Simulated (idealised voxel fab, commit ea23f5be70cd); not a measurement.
The name of this process module is voxel gate over fins.
FYI the section here is cut, 155 nm wide, cells are 5 nm squares.
When this document writes out a cross-section, it uses a grid of square cells and lists it as bands, beginning at the top and moving down, with a band standing for one or more rows of cells. In this notation a band is specified by the heights of its top and bottom, in that order and in nm, after which its materials appear from left to right, each paired with its width in nm. The word "edge to edge" attached to a single material means that material fills the band from edge to edge; the word "air" stands for empty space. Heights from 0 (as-received wafer is one material below). Bottom band endless downward, as "0 -> down". Width: "30 to 40" (first number = top row, second number = bottom row, same change from row to row of cells). Where the words "nothing different" appear for a step, the cross-section shows no cell changed by that step; every cell remained as before. Under "Closed cavities" you'll find the enclosed gaps, the ones with no way out to the top, that are 8 cells or bigger; each reads width x height at distance, with distance counted from the left edge, everything in nm. after a step's settings: what the simulator itself notes on the step. overlay nm: mask right of planned place by this much (step with mask). Neg. = left.
-- List of planned process steps
1) RECEIVE: material Si
2) CONFORMAL_DEP: material SiN, thk nm 10
3) DIRECTIONAL_DEP: material aC, thk nm 10
4) PATTERN: tone cover, mask id FINS, material resist, width nm 15, pitch nm 35, thk nm 30, overlay nm 0
5) DIRECTIONAL_ETCH: etch materials aC, depth nm 10
6) STRIP: etch materials resist
7) DIRECTIONAL_ETCH: etch materials SiN, depth nm 10
8) DIRECTIONAL_ETCH: etch materials Si, depth nm 40
9) STRIP: etch materials aC
10) FILL_DEP: material SiO2, thk nm 10
11) CMP: height nm 10
12) SELECTIVE_ETCH: etch materials SiO2, depth nm 25
13) STRIP: etch materials SiN
14) CONFORMAL_DEP: material HfO2, thk nm 5
15) CONFORMAL_DEP: material TiN, thk nm 5
16) FILL_DEP: material W, thk nm 10
17) CMP: height nm 15
18) CONFORMAL_DEP: material SiN, thk nm 10
-- The first of a set of two wafers, run to plan
-- Received-state cross-section, reflecting completion of step 1
- 0 -> down  Si edge to edge
- Closed cavities: none
-- Wafer section view after processing step 2
- 10 -> 0  SiN edge to edge
- Under 0: no change, same as before.
-- Wafer section view after processing step 3
- 20 -> 10  aC edge to edge
- Under 10: no change, same as before.
-- Wafer section view after processing step 4
- 50 -> 20  air (50), resist (15), air (20), resist (15), air (55)
- Under 20: no change, same as before.
-- Wafer section view after processing step 5
- 40 -> 20  air (50), resist (15), air (20), resist (15), air (55)
- 20 -> 10  air (50), aC (15), air (20), aC (15), air (55)
- Under 10: no change, same as before.
-- Wafer section view after processing step 6
- 20 -> 10  air (50), aC (15), air (20), aC (15), air (55)
- Under 10: no change, same as before.
-- Wafer section view after processing step 7
- 20 -> 10  air (50), aC (15), air (20), aC (15), air (55)
- 10 -> 0  air (50), SiN (15), air (20), SiN (15), air (55)
- Under 0: no change, same as before.
-- Wafer section view after processing step 8
- 20 -> 10  air (50), aC (15), air (20), aC (15), air (55)
- 10 -> 0  air (50), SiN (15), air (20), SiN (15), air (55)
- 0 -> -40  air (50), Si (15), air (20), Si (15), air (55)
- Under -40: no change, same as before.
-- Wafer section view after processing step 9
- 10 -> 0  air (50), SiN (15), air (20), SiN (15), air (55)
- Under 0: no change, same as before.
-- Wafer section view after processing step 10
- 20 -> 10  SiO2 edge to edge
- 10 -> 0  SiO2 (50), SiN (15), SiO2 (20), SiN (15), SiO2 (55)
- 0 -> -40  SiO2 (50), Si (15), SiO2 (20), Si (15), SiO2 (55)
- Under -40: no change, same as before.
-- Wafer section view after processing step 11
- 10 -> 0  SiO2 (50), SiN (15), SiO2 (20), SiN (15), SiO2 (55)
- Under 0: no change, same as before.
-- Wafer section view after processing step 12
- 10 -> 0  air (50), SiN (15), air (20), SiN (15), air (55)
- 0 -> -15  air (50), Si (15), air (20), Si (15), air (55)
- Under -15: no change, same as before.
-- Wafer section view after processing step 13
- 0 -> -15  air (50), Si (15), air (20), Si (15), air (55)
- Under -15: no change, same as before.
-- Wafer section view after processing step 14
- 5 -> 0  air (45), HfO2 (25), air (10), HfO2 (25), air (50)
- 0 -> -10  air (45), HfO2 (5), Si (15), HfO2 (5), air (10), HfO2 (5), Si (15), HfO2 (5), air (50)
- -10 -> -15  HfO2 (50), Si (15), HfO2 (20), Si (15), HfO2 (55)
- Under -15: no change, same as before.
-- Wafer section view after processing step 15
- 10 -> 5  air (40), TiN (70), air (45)
- 5 -> 0  air (40), TiN (5), HfO2 (25), TiN (10), HfO2 (25), TiN (5), air (45)
- 0 -> -5  air (40), TiN (5), HfO2 (5), Si (15), HfO2 (5), TiN (10), HfO2 (5), Si (15), HfO2 (5), TiN (5), air (45)
- -5 -> -10  TiN (45), HfO2 (5), Si (15), HfO2 (5), TiN (10), HfO2 (5), Si (15), HfO2 (5), TiN (50)
- Under -10: no change, same as before.
-- Wafer section view after processing step 16
- 20 -> 10  W edge to edge
- 10 -> 5  W (40), TiN (70), W (45)
- 5 -> 0  W (40), TiN (5), HfO2 (25), TiN (10), HfO2 (25), TiN (5), W (45)
- 0 -> -5  W (40), TiN (5), HfO2 (5), Si (15), HfO2 (5), TiN (10), HfO2 (5), Si (15), HfO2 (5), TiN (5), W (45)
- Under -5: no change, same as before.
-- Wafer section view after processing step 17
- 15 -> 10  W edge to edge
- Under 10: no change, same as before.
-- Wafer section view after processing step 18
- 25 -> 15  SiN edge to edge
- Under 15: no change, same as before.
-- The remaining wafer, second of the two, started like the first and was run to the same plan, except that one mistake was made along the way; the two coincide through step 14, inclusive
-- Cross-sectional view of the second wafer at the intended end time of process step 15
- 20 -> 5  air (30), TiN (90), air (35)
- 5 -> 0  TiN (45), HfO2 (25), TiN (10), HfO2 (25), TiN (50)
- 0 -> -10  TiN (45), HfO2 (5), Si (15), HfO2 (5), TiN (10), HfO2 (5), Si (15), HfO2 (5), TiN (50)
- Under -10: no change, same as before.
-- Cross-sectional view of the second wafer at the intended end time of process step 16
- 30 -> 20  W edge to edge
- 20 -> 5  W (30), TiN (90), W (35)
- Under 5: no change, same as before.
-- Cross-sectional view of the second wafer at the intended end time of process step 17
- 15 -> 5  W (30), TiN (90), W (35)
- Under 5: no change, same as before.
-- Cross-sectional view of the second wafer at the intended end time of process step 18
- 25 -> 15  SiN edge to edge
- Under 15: no change, same as before.
Finding, execution versus plan: it should be noted that step 15 was executed with settings other than those planned, the operation and settings actually applied being CONFORMAL_DEP: material TiN, thk nm 15
The second wafer ends with more or fewer cells of some materials than the first, per final count: +56 TiN; -56 W
